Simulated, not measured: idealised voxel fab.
Process module name: voxel self aligned contacts
The width of the displayed cross-section, cut, is 215 nm; its cells are square, with a size of 5 nm.
Bands, listed from the top down, are how a cross-section gets written in this document; the cross-section itself is a grid of square cells, and a band is one or more rows of them.
Heights first: top, then bottom, in nm. Then materials, left to right, each with a width in nm. "full width" on a single material: fills the band edge to edge. "air": empty space.
Measure heights from 0. That's the level where, below it, the as-received wafer is all one material. The lowest band is bottomless and extends downward; write it as in "0 down".
Per-row width for "30 to 40": begins at first number (top row of band), ends at second number (bottom row), increment between rows held constant.
You'll sometimes find "no change occurred" written for a step, and that's the way of saying that nowhere in the cross-section did a cell change during that step.
The list in "Trapped cavities" covers empty spaces of 8 cells or more that cannot reach the top through any open way, and it gives each as width x height at distance; the distance is from the left edge, and width, height and distance are in nm.
What comes after the settings on a step's line is commentary from the simulator itself on that step.
Among the settings permitted on a step's line is "overlay nm"; applied to a step with a mask, it specifies the extent to which the mask lay to the right of its planned position, whereas a negative figure signifies a position to the left.

Process steps - plan
- 1: RECEIVE: material Si
- 2: OXIDIZE: depth nm 5
- 3: DIRECTIONAL_DEP: material polySi, thk nm 20
- 4: DIRECTIONAL_DEP: material SiN, thk nm 20
- 5: PATTERN: tone cover, mask id GATE, material resist, width nm 25, pitch nm 60, thk nm 20, overlay nm -15
- 6: DIRECTIONAL_ETCH: etch materials SiN, depth nm 20
- 7: DIRECTIONAL_ETCH: etch materials polySi, depth nm 20
- 8: STRIP: etch materials resist
- 9: CONFORMAL_DEP: material SiN, thk nm 10
- 10: DIRECTIONAL_ETCH: etch materials SiN, depth nm 10
- 11: FILL_DEP: material SiO2, thk nm 15
- 12: CMP: height nm 45
- 13: DIRECTIONAL_DEP: material aC, thk nm 15
- 14: PATTERN: tone open, mask id CONTACT, material resist, width nm 45, pitch nm 60, thk nm 35, overlay nm 0
- 15: DIRECTIONAL_ETCH: etch materials aC, depth nm 15
- 16: STRIP: etch materials resist
- 17: DIRECTIONAL_ETCH: etch materials SiO2, depth nm 50
- 18: STRIP: etch materials aC
- 19: CONFORMAL_DEP: material TiN, thk nm 5
- 20: FILL_DEP: material W, thk nm 5
- 21: CMP: height nm 45
- 22: CONFORMAL_DEP: material SiN, thk nm 5
varied across the wafers: overlay nm of step 5. The plan shows the first wafer's value. All wafers start alike

Cross-section of the first of several received wafers, showing its state after step 1
0 down = Si full width
Trapped cavities: none

Heads up, this table goes wafer by wafer. A row tells you, at the end of the module, how many cells of each material that wafer has put on (+) or dropped (-) since it was received, and then its closed voids
overlay nm -15, -43 Si, +199 SiN, +142 SiO2, +54 TiN, +18 W, +60 polySi, Trapped cavities: none
overlay nm -10, -43 Si, +199 SiN, +142 SiO2, +54 TiN, +18 W, +60 polySi, Trapped cavities: none
overlay nm -5, -43 Si, +199 SiN, +142 SiO2, +54 TiN, +18 W, +60 polySi, Trapped cavities: none
overlay nm 0, -43 Si, +199 SiN, +142 SiO2, +54 TiN, +18 W, +60 polySi, Trapped cavities: none
overlay nm 5, -43 Si, +199 SiN, +142 SiO2, +54 TiN, +18 W, +60 polySi, Trapped cavities: none
overlay nm 10, -43 Si, +199 SiN, +142 SiO2, +54 TiN, +18 W, +60 polySi, Trapped cavities: none
overlay nm 15, -43 Si, +199 SiN, +142 SiO2, +54 TiN, +18 W, +60 polySi, Trapped cavities: none
